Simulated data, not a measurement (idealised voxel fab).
Herein follows the process module entitled voxel tone inversion.
Square cells of 5 nm make up the cross-section cut, whose width is 300 nm.
Just so we're on the same page, the cross-sections are grids of square cells, and they're listed out in bands top to bottom, each band one or more rows deep.
The band entry comprises the height of the band's top followed by the height of its bottom, expressed in nm, and subsequently the band's materials from left to right, each stated together with its width in nm. Where a single material is marked with the word "edge to edge", that material fills the band from edge to edge. The word "empty" represents empty space.
Height 0 is the level under which the wafer as received is all one material. The lowest band goes on downwards, as in "0 and below".
The two numbers in a width such as "30->40" mark its ends across the band: the first belongs to the top row of cells, the second to the bottom row, and from each row to the next the width moves by the same amount.
Step marked "no modifications"? Then no cell in the cross-section changed in it.
Any empty space of 8 cells or more lacking an open way to the top shows up in "Closed void list" as width x height at distance, distance from the left edge, in nm.
Step line, after settings: the simulator's comment on this step.
overlay nm: mask right of planned place by this much (step with mask). Neg. = left.

# Here's what the planned process steps look like
1,RECEIVE,material Si
2,CONFORMAL_DEP,material SiCN,thk nm 5
3,DIRECTIONAL_DEP,material polySi,thk nm 15
4,PATTERN,tone cover,mask id POSTS,material resist,width nm 20,pitch nm 40,thk nm 25,overlay nm 0
5,DIRECTIONAL_ETCH,etch materials polySi,depth nm 15
6,STRIP,etch materials resist
7,FILL_DEP,material SiO2,thk nm 5
8,CMP,height nm 20
9,STRIP,etch materials polySi

# First wafer out of two, processed as planned

# So this is the incoming wafer in cross-section - it's already been through step 1
> 0 and below  Si edge to edge
> Closed void list: none

# Cross-section: wafer state after step 2
> 5 down to 0  SiCN edge to edge
> Rest of section, below 0: as before.

# Cross-section: wafer state after step 3
> 20 down to 5  polySi edge to edge
> Rest of section, below 5: as before.

# Cross-section: wafer state after step 4
> 45 down to 20  empty=120, resist=20, empty=20, resist=20, empty=120
> Rest of section, below 20: as before.

# Cross-section: wafer state after step 5
> 45 down to 20  empty=120, resist=20, empty=20, resist=20, empty=120
> 20 down to 5  empty=120, polySi=20, empty=20, polySi=20, empty=120
> Rest of section, below 5: as before.

# Cross-section: wafer state after step 6
> 20 down to 5  empty=120, polySi=20, empty=20, polySi=20, empty=120
> Rest of section, below 5: as before.

# Cross-section: wafer state after step 7
> 25 down to 20  SiO2 edge to edge
> 20 down to 5  SiO2=120, polySi=20, SiO2=20, polySi=20, SiO2=120
> Rest of section, below 5: as before.

# Cross-section: wafer state after step 8
> 20 down to 5  SiO2=120, polySi=20, SiO2=20, polySi=20, SiO2=120
> Rest of section, below 5: as before.

# Cross-section: wafer state after step 9
> 20 down to 5  SiO2=120, empty=20, SiO2=20, empty=20, SiO2=120
> Rest of section, below 5: as before.

# Here the second wafer is described. Its start and its plan were those of the first wafer. Its run contained one mistake. Up to and including step 7, it did exactly what the first wafer did

# X-section, second wafer, when step 8 was due to finish
> 10 down to 5  SiO2=120, polySi=20, SiO2=20, polySi=20, SiO2=120
> Rest of section, below 5: as before.

# X-section, second wafer, when step 9 was due to finish
> 10 down to 5  SiO2=120, empty=20, SiO2=20, empty=20, SiO2=120
> Rest of section, below 5: as before.
In executing the process, a mistake was made relative to the plan: step 8 ran as: CMP,height nm 10
Once processing is complete, comparing cell counts shows that the second wafer has more or fewer of certain materials than the first: 104 fewer of SiO2
